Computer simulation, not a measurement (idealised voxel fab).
The process module presented herein is designated voxel transistor to metal.
Section cut is 180 nm wide and gridded with 5 nm square cells.
This document writes a cross-section as a grid whose cells are square, and gives it as bands, listed from the top down; one or more rows of cells form a band.
Read a band's entry like this: the first values are the height of its top and the height of its bottom in nm, and what follows is the sequence of materials from left to right, each with its width in nm. Note that "empty" is empty space, and that a single material marked "all across" reaches across the band from edge to edge.
Heights are reckoned from 0. Under this level, the received wafer is all of one material. The bottommost band is open-ended downward, for example "z 0 and below".
Read "30 to 40" as a graded width: first number on top, second number at the bottom, same change between each pair of neighbouring rows.
Reading "remained the same" for a step: not a cell of the cross-section changed in it.
Closed internal voids: empty space of 8 cells or more with no open way to the top, each as width x height at its distance from the left edge, in nm
If you see something after the settings on a step's line, that's the simulator's own remark about that step.
overlay nm: mask right of planned place by this much (step with mask). Neg. = left.
### Steps planned for the process
1. RECEIVE (material Si)
2. CONFORMAL_DEP (material SiO2; thk nm 5)
3. CONFORMAL_DEP (material SiN; thk nm 10)
4. DIRECTIONAL_DEP (material aC; thk nm 15)
5. PATTERN (tone cover; mask id ACTIVE; material resist; width nm 120; thk nm 30; overlay nm 0)
6. DIRECTIONAL_ETCH (etch materials aC; depth nm 15)
7. STRIP (etch materials resist)
8. DIRECTIONAL_ETCH (etch materials SiN; depth nm 10)
9. DIRECTIONAL_ETCH (etch materials SiO2; depth nm 5)
10. DIRECTIONAL_ETCH (etch materials Si; depth nm 25)
11. STRIP (etch materials aC)
12. FILL_DEP (material SiO2; thk nm 10)
13. CMP (height nm 15)
14. SELECTIVE_ETCH (etch materials SiO2; depth nm 10)
15. STRIP (etch materials SiN)
16. SELECTIVE_ETCH (etch materials SiO2; depth nm 5)
17. OXIDIZE (depth nm 5)
18. DIRECTIONAL_DEP (material polySi; thk nm 25)
19. DIRECTIONAL_DEP (material SiCN; thk nm 15)
20. DIRECTIONAL_DEP (material aC; thk nm 15)
21. PATTERN (tone cover; mask id GATE; material resist; width nm 30; thk nm 30; overlay nm 0)
22. DIRECTIONAL_ETCH (etch materials aC; depth nm 15)
23. STRIP (etch materials resist)
24. DIRECTIONAL_ETCH (etch materials SiCN; depth nm 25)
25. DIRECTIONAL_ETCH (etch materials polySi; depth nm 35)
26. STRIP (etch materials aC)
27. CONFORMAL_DEP (material SiO2; thk nm 5)
28. DIRECTIONAL_ETCH (etch materials SiO2; depth nm 5)
29. CONFORMAL_DEP (material SiN; thk nm 5)
30. DIRECTIONAL_ETCH (etch materials SiN; depth nm 5)
31. DIRECTIONAL_ETCH (etch materials SiO2; depth nm 5)
32. EPI (material SiGe; thk nm 5)
33. FILL_DEP (material SiO2; thk nm 5)
34. CMP (height nm 25)
35. STRIP (etch materials polySi)
36. SELECTIVE_ETCH (etch materials SiO2; depth nm 5)
37. CONFORMAL_DEP (material HfO2; thk nm 5)
38. CONFORMAL_DEP (material TiN; thk nm 5)
39. FILL_DEP (material W; thk nm 10)
40. CMP (height nm 20)
41. DIRECTIONAL_DEP (material SiO2; thk nm 15)
42. PATTERN (tone open; mask id CONTACT; material resist; width nm 20; pitch nm 80; thk nm 15; overlay nm 0)
43. DIRECTIONAL_ETCH (etch materials SiO2; depth nm 35)
44. STRIP (etch materials resist)
45. CONFORMAL_DEP (material TiN; thk nm 5)
46. FILL_DEP (material W; thk nm 5)
47. CMP (height nm 35)
48. CONFORMAL_DEP (material SiN; thk nm 5)
49. DIRECTIONAL_DEP (material lowk; thk nm 20)
50. DIRECTIONAL_DEP (material aC; thk nm 15)
51. PATTERN (tone open; mask id METAL_1; material resist; width nm 20; pitch nm 80; thk nm 30; overlay nm 0)
52. DIRECTIONAL_ETCH (etch materials aC; depth nm 15)
53. STRIP (etch materials resist)
54. DIRECTIONAL_ETCH (etch materials lowk; depth nm 20)
55. DIRECTIONAL_ETCH (etch materials SiN; depth nm 5)
56. STRIP (etch materials aC)
57. CONFORMAL_DEP (material TiN; thk nm 5)
58. FILL_DEP (material Ru; thk nm 5)
59. CMP (height nm 60)
60. EPI (material Ru; thk nm 5)
61. FILL_DEP (material SiCN; thk nm 5)
62. DIRECTIONAL_DEP (material lowk; thk nm 35)
63. MASKED_ETCH (tone open; mask id METAL_2_HOLES; width nm 15; pitch nm 80; etch materials lowk; depth nm 35; overlay nm 0)
64. PATTERN (tone open; mask id METAL_2; material resist; width nm 20; pitch nm 80; thk nm 15; overlay nm 0)
65. DIRECTIONAL_ETCH (etch materials lowk; depth nm 20)
66. DIRECTIONAL_ETCH (etch materials SiCN; depth nm 5)
67. STRIP (etch materials resist)
68. CONFORMAL_DEP (material TiN; thk nm 5)
69. FILL_DEP (material Cu; thk nm 10)
70. CMP (height nm 105)
71. CONFORMAL_DEP (material SiCN; thk nm 5)
### As-received wafer cross-section (after step 1)
z 0 and below = Si all across
Closed internal voids: none
### The cross-section shown corresponds to the wafer at the conclusion of the module. The initial structure and the process plan are those presented above; however, one mistake occurred in executing the plan
z 110 to 105 = SiCN all across
z 105 to 90 = lowk (40), then TiN (5), then Cu (10), then TiN (5), then lowk (60), then TiN (5), then Cu (10), then TiN (5), then lowk (40)
z 90 to 85 = lowk (40), then TiN (5), then Cu (5), then TiN (10), then lowk (60), then TiN (5), then Cu (5), then TiN (10), then lowk (40)
z 85 to 70 = lowk (40), then TiN (5), then Cu (5), then TiN (5), then lowk (65), then TiN (5), then Cu (5), then TiN (5), then lowk (45)
z 70 to 65 = SiCN (40), then TiN (15), then SiCN (65), then TiN (15), then SiCN (45)
z 65 to 60 = SiCN (35), then Ru (30), then SiCN (50), then Ru (30), then SiCN (35)
z 60 to 40 = lowk (40), then TiN (5), then Ru (10), then TiN (5), then lowk (60), then TiN (5), then Ru (10), then TiN (5), then lowk (40)
z 40 to 35 = SiN (40), then TiN (20), then SiN (60), then TiN (20), then SiN (40)
z 35 to 30 = W (55), then TiN (25), then W (20), then TiN (25), then W (55)
z 30 to 25 = TiN (60), then HfO2 (15), then TiN (5), then W (20), then TiN (5), then HfO2 (15), then TiN (60)
z 25 to 20 = HfO2 (65), then SiN (5), then HfO2 (5), then TiN (5), then W (20), then TiN (5), then HfO2 (5), then SiN (5), then HfO2 (65)
z 20 to 5 = SiO2 (65), then SiN (5), then HfO2 (5), then TiN (5), then W (20), then TiN (5), then HfO2 (5), then SiN (5), then SiO2 (65)
z 5 to 0 = SiO2 (65), then SiN (5), then HfO2 (5), then TiN (30), then HfO2 (5), then SiN (5), then SiO2 (65)
z 0 to -5 = SiO2 (25), then SiGe (40), then SiO2 (5), then HfO2 (40), then SiO2 (5), then SiGe (40), then SiO2 (25)
z -5 to -25 = SiO2 (30), then Si (120), then SiO2 (30)
z -25 and below = Si all across
Closed internal voids: none
what went wrong: yeah, step 40 of the plan got skipped, never ran
